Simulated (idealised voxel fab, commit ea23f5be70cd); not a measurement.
The process module that follows is named voxel local oxidation.
Cross-section cut: width 175 nm, square cells of 5 nm.
A cross-section is written here as square cells arranged in a grid, and it is given in bands from the top down, each band taking up one or more rows of cells.
A band entry consists of two parts. The first gives the height of the band's top and the height of its bottom, in nm. The rest lists the band's materials from left to right, each with its width in nm. A single material labelled with the word "all across" fills the band from edge to edge, and the word "blank" marks empty space.
Where do heights start? At 0: under that level the wafer as delivered is made of one material only. And the lowest band has no floor; it just carries on downward, as in "top 0, no bottom".
Quick explanation for "30 to 40": the width changes in equal steps down the rows of cells, from the first number in the band's top row to the second number in its bottom row.
It should be understood that the words "nothing different", when stated for a given step, signify that the cross-section underwent no change in any of its cells during that step.
Reported under the label "Completely sealed voids" are the empty spaces having no open way to the top and comprising 8 cells or more; the notation for each is width x height at distance, in which the distance is measured from the left edge and all three values are in nm.
Whatever follows a step's settings on its line is a remark the simulator itself makes about that step.
The optional step-line setting "overlay nm" applies to steps with a mask and quantifies how far to the right of its planned location the mask lay, a negative value indicating leftward placement.

# The planned process steps are enumerated hereunder
1,RECEIVE (material Si)
2,OXIDIZE (depth nm 5)
3,CONFORMAL_DEP (material SiN; thk nm 10)
4,MASKED_ETCH (tone cover; mask id ACTIVE; width nm 115; etch materials SiN; depth nm 10; overlay nm -15)
5,SELECTIVE_ETCH (etch materials SiO2; depth nm 5)
6,OXIDIZE (depth nm 15)
7,STRIP (etch materials SiN)
Keep in mind the plan's value for the overlay nm of step 4 comes from the first wafer; the wafers don't share that setting, but they do share the same starting point.

# Cross-section, first of several wafers, as delivered after step 1
  top 0, no bottom  Si all across
  Completely sealed voids: none

# Shown in cross-section: the first of several wafers at the end of the module, after its last step, step 7
  top 0, bottom -5  20 nm blank, 105 nm SiO2, 50 nm blank
  top -5, bottom -20  35 nm SiO2, 75 nm Si, 65 nm SiO2
  top -20, no bottom  Si all across
  Completely sealed voids: none

# Sectional view of the last wafer upon completion of the module
  top 0, bottom -5  50 nm blank, 105 nm SiO2, 20 nm blank
  top -5, bottom -20  65 nm SiO2, 75 nm Si, 35 nm SiO2
  top -20, no bottom  Si all across
  Completely sealed voids: none

# End of module, by wafer: material-by-material cell gain (+) or loss (-) since receipt, then closed voids
overlay nm -15, -95 Si, +81 SiO2, Completely sealed voids: none
overlay nm -10, -95 Si, +81 SiO2, Completely sealed voids: none
overlay nm -5, -95 Si, +81 SiO2, Completely sealed voids: none
overlay nm 0, -95 Si, +81 SiO2, Completely sealed voids: none
overlay nm 5, -95 Si, +81 SiO2, Completely sealed voids: none
overlay nm 10, -95 Si, +81 SiO2, Completely sealed voids: none
overlay nm 15, -95 Si, +81 SiO2, Completely sealed voids: none
